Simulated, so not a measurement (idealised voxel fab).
process module | voxel self aligned contacts
cross-section cut | 170 nm wide | cells 5 nm
A cross-section is a grid of square cells, given in bands from the top down. A band is one or more rows of cells.
Each band's line starts with the height of the band's top and of its bottom, in nm. Then come its materials from left to right, each with its width in nm. One material with "throughout" fills the band from edge to edge. "air" is empty space.
Height 0 is the level under which the wafer as received is all one material. The lowest band goes on downwards, as in "0 down".
A width such as "30 to 40" changes by the same amount from each row of cells to the next, from the band's top row to its bottom row.
"no change" after a step means that no cell of the cross-section changed.
closed voids: empty space of 8 cells or more with no open way to the top, each as width x height at its distance from the left edge, in nm
after a step's settings: what the simulator itself notes on the step
overlay nm, on a step with a mask: how far to the right of its planned place the mask lay; to the left if negative
plan
1 op RECEIVE | material Si
2 op CONFORMAL_DEP | material SiO2 | thk nm 5
3 op DIRECTIONAL_DEP | material polySi | thk nm 25
4 op DIRECTIONAL_DEP | material SiN | thk nm 20
5 op PATTERN | tone cover | mask id GATE | material resist | width nm 25 | pitch nm 60 | thk nm 20 | overlay nm 0
6 op DIRECTIONAL_ETCH | etch materials SiN | depth nm 20
7 op DIRECTIONAL_ETCH | etch materials polySi | depth nm 25
8 op STRIP | etch materials resist
9 op CONFORMAL_DEP | material SiN | thk nm 5
10 op DIRECTIONAL_ETCH | etch materials SiN | depth nm 5
11 op FILL_DEP | material SiO2 | thk nm 15
12 op CMP | height nm 55
13 op DIRECTIONAL_DEP | material aC | thk nm 10
14 op PATTERN | tone open | mask id CONTACT | material resist | width nm 45 | thk nm 25 | overlay nm 0
15 op DIRECTIONAL_ETCH | etch materials aC | depth nm 10
16 op STRIP | etch materials resist
17 op DIRECTIONAL_ETCH | etch materials SiO2 | depth nm 55
18 op STRIP | etch materials aC
19 op CONFORMAL_DEP | material TiN | thk nm 5
20 op FILL_DEP | material Ru | thk nm 5
21 op CMP | height nm 55
22 op CONFORMAL_DEP | material SiCN | thk nm 5
first wafer, as planned
as received, after step 1
  0 down: Si throughout
  closed voids: none
after step 2
  5 to 0: SiO2 throughout
  below 0: unchanged
after step 3
  30 to 5: polySi throughout
  below 5: unchanged
after step 4
  50 to 30: SiN throughout
  below 30: unchanged
after step 5
  70 to 50: air 40 | resist 25 | air 35 | resist 25 | air 45
  below 50: unchanged
after step 6
  70 to 50: air 40 | resist 25 | air 35 | resist 25 | air 45
  50 to 30: air 40 | SiN 25 | air 35 | SiN 25 | air 45
  below 30: unchanged
after step 7
  70 to 50: air 40 | resist 25 | air 35 | resist 25 | air 45
  50 to 30: air 40 | SiN 25 | air 35 | SiN 25 | air 45
  30 to 5: air 40 | polySi 25 | air 35 | polySi 25 | air 45
  below 5: unchanged
after step 8
  50 to 30: air 40 | SiN 25 | air 35 | SiN 25 | air 45
  below 30: unchanged
after step 9
  55 to 30: air 35 | SiN 35 | air 25 | SiN 35 | air 40
  30 to 10: air 35 | SiN 5 | polySi 25 | SiN 5 | air 25 | SiN 5 | polySi 25 | SiN 5 | air 40
  10 to 5: SiN 40 | polySi 25 | SiN 35 | polySi 25 | SiN 45
  below 5: unchanged
after step 10
  50 to 30: air 35 | SiN 35 | air 25 | SiN 35 | air 40
  30 to 5: air 35 | SiN 5 | polySi 25 | SiN 5 | air 25 | SiN 5 | polySi 25 | SiN 5 | air 40
  below 5: unchanged
after step 11
  65 to 50: SiO2 throughout
  50 to 30: SiO2 35 | SiN 35 | SiO2 25 | SiN 35 | SiO2 40
  30 to 5: SiO2 35 | SiN 5 | polySi 25 | SiN 5 | SiO2 25 | SiN 5 | polySi 25 | SiN 5 | SiO2 40
  below 5: unchanged
after step 12
  55 to 50: SiO2 throughout
  below 50: unchanged
after step 13
  65 to 55: aC throughout
  below 55: unchanged
after step 14
  90 to 65: resist 60 | air 45 | resist 65
  below 65: unchanged
after step 15
  80 to 65: resist 60 | air 45 | resist 65
  65 to 55: aC 60 | air 45 | aC 65
  below 55: unchanged
after step 16
  65 to 55: aC 60 | air 45 | aC 65
  below 55: unchanged
after step 17
  65 to 55: aC 60 | air 45 | aC 65
  55 to 50: SiO2 60 | air 45 | SiO2 65
  50 to 30: SiO2 35 | SiN 35 | air 25 | SiN 35 | SiO2 40
  30 to 5: SiO2 35 | SiN 5 | polySi 25 | SiN 5 | air 25 | SiN 5 | polySi 25 | SiN 5 | SiO2 40
  5 to 0: SiO2 70 | air 25 | SiO2 75
  below 0: unchanged
after step 18
  55 to 50: SiO2 60 | air 45 | SiO2 65
  below 50: unchanged
after step 19
  60 to 55: TiN 65 | air 35 | TiN 70
  55 to 50: SiO2 60 | TiN 15 | air 15 | TiN 15 | SiO2 65
  50 to 30: SiO2 35 | SiN 35 | TiN 5 | air 15 | TiN 5 | SiN 35 | SiO2 40
  30 to 5: SiO2 35 | SiN 5 | polySi 25 | SiN 5 | TiN 5 | air 15 | TiN 5 | SiN 5 | polySi 25 | SiN 5 | SiO2 40
  5 to 0: SiO2 70 | TiN 25 | SiO2 75
  below 0: unchanged
after step 20
  65 to 60: Ru throughout
  60 to 55: TiN 65 | Ru 35 | TiN 70
  55 to 50: SiO2 60 | TiN 15 | Ru 15 | TiN 15 | SiO2 65
  50 to 30: SiO2 35 | SiN 35 | TiN 5 | Ru 15 | TiN 5 | SiN 35 | SiO2 40
  30 to 5: SiO2 35 | SiN 5 | polySi 25 | SiN 5 | TiN 5 | Ru 15 | TiN 5 | SiN 5 | polySi 25 | SiN 5 | SiO2 40
  below 5: unchanged
after step 21
  55 to 50: SiO2 60 | TiN 15 | Ru 15 | TiN 15 | SiO2 65
  below 50: unchanged
after step 22
  60 to 55: SiCN throughout
  below 55: unchanged
second wafer: like start, like plan, one mistake. Through step 2 it matches the first wafer
when step 3 should have ended
  25 to 5: SiN throughout
  below 5: unchanged
when step 4 should have ended
  50 to 25: polySi throughout
  below 25: unchanged
when step 5 should have ended
  70 to 50: air 40 | resist 25 | air 35 | resist 25 | air 45
  below 50: unchanged
when step 6 should have ended: no change
when step 7 should have ended
  70 to 50: air 40 | resist 25 | air 35 | resist 25 | air 45
  50 to 25: air 40 | polySi 25 | air 35 | polySi 25 | air 45
  below 25: unchanged
when step 8 should have ended
  50 to 25: air 40 | polySi 25 | air 35 | polySi 25 | air 45
  below 25: unchanged
when step 9 should have ended
  55 to 50: air 35 | SiN 35 | air 25 | SiN 35 | air 40
  50 to 30: air 35 | SiN 5 | polySi 25 | SiN 5 | air 25 | SiN 5 | polySi 25 | SiN 5 | air 40
  30 to 25: SiN 40 | polySi 25 | SiN 35 | polySi 25 | SiN 45
  below 25: unchanged
when step 10 should have ended
  50 to 25: air 35 | SiN 5 | polySi 25 | SiN 5 | air 25 | SiN 5 | polySi 25 | SiN 5 | air 40
  below 25: unchanged
when step 11 should have ended
  65 to 50: SiO2 throughout
  50 to 25: SiO2 35 | SiN 5 | polySi 25 | SiN 5 | SiO2 25 | SiN 5 | polySi 25 | SiN 5 | SiO2 40
  below 25: unchanged
when step 12 should have ended
  55 to 50: SiO2 throughout
  below 50: unchanged
when step 13 should have ended
  65 to 55: aC throughout
  below 55: unchanged
when step 14 should have ended
  90 to 65: resist 60 | air 45 | resist 65
  below 65: unchanged
when step 15 should have ended
  80 to 65: resist 60 | air 45 | resist 65
  65 to 55: aC 60 | air 45 | aC 65
  below 55: unchanged
when step 16 should have ended
  65 to 55: aC 60 | air 45 | aC 65
  below 55: unchanged
when step 17 should have ended
  65 to 55: aC 60 | air 45 | aC 65
  55 to 50: SiO2 60 | air 45 | SiO2 65
  50 to 25: SiO2 35 | SiN 5 | polySi 25 | SiN 5 | air 25 | SiN 5 | polySi 25 | SiN 5 | SiO2 40
  below 25: unchanged
when step 18 should have ended
  55 to 50: SiO2 60 | air 45 | SiO2 65
  below 50: unchanged
when step 19 should have ended
  60 to 55: TiN 65 | air 35 | TiN 70
  55 to 50: SiO2 60 | TiN 15 | air 15 | TiN 15 | SiO2 65
  50 to 30: SiO2 35 | SiN 5 | polySi 25 | SiN 5 | TiN 5 | air 15 | TiN 5 | SiN 5 | polySi 25 | SiN 5 | SiO2 40
  30 to 25: SiO2 35 | SiN 5 | polySi 25 | SiN 5 | TiN 25 | SiN 5 | polySi 25 | SiN 5 | SiO2 40
  below 25: unchanged
when step 20 should have ended
  65 to 60: Ru throughout
  60 to 55: TiN 65 | Ru 35 | TiN 70
  55 to 50: SiO2 60 | TiN 15 | Ru 15 | TiN 15 | SiO2 65
  50 to 30: SiO2 35 | SiN 5 | polySi 25 | SiN 5 | TiN 5 | Ru 15 | TiN 5 | SiN 5 | polySi 25 | SiN 5 | SiO2 40
  below 30: unchanged
when step 21 should have ended
  55 to 50: SiO2 60 | TiN 15 | Ru 15 | TiN 15 | SiO2 65
  below 50: unchanged
when step 22 should have ended
  60 to 55: SiCN throughout
  below 55: unchanged
what went wrong: steps 3 and 4 were swapped
at the end the second wafer has, in cells: 15 fewer of Ru | 80 more of SiN | 55 fewer of SiO2 | 10 fewer of TiN
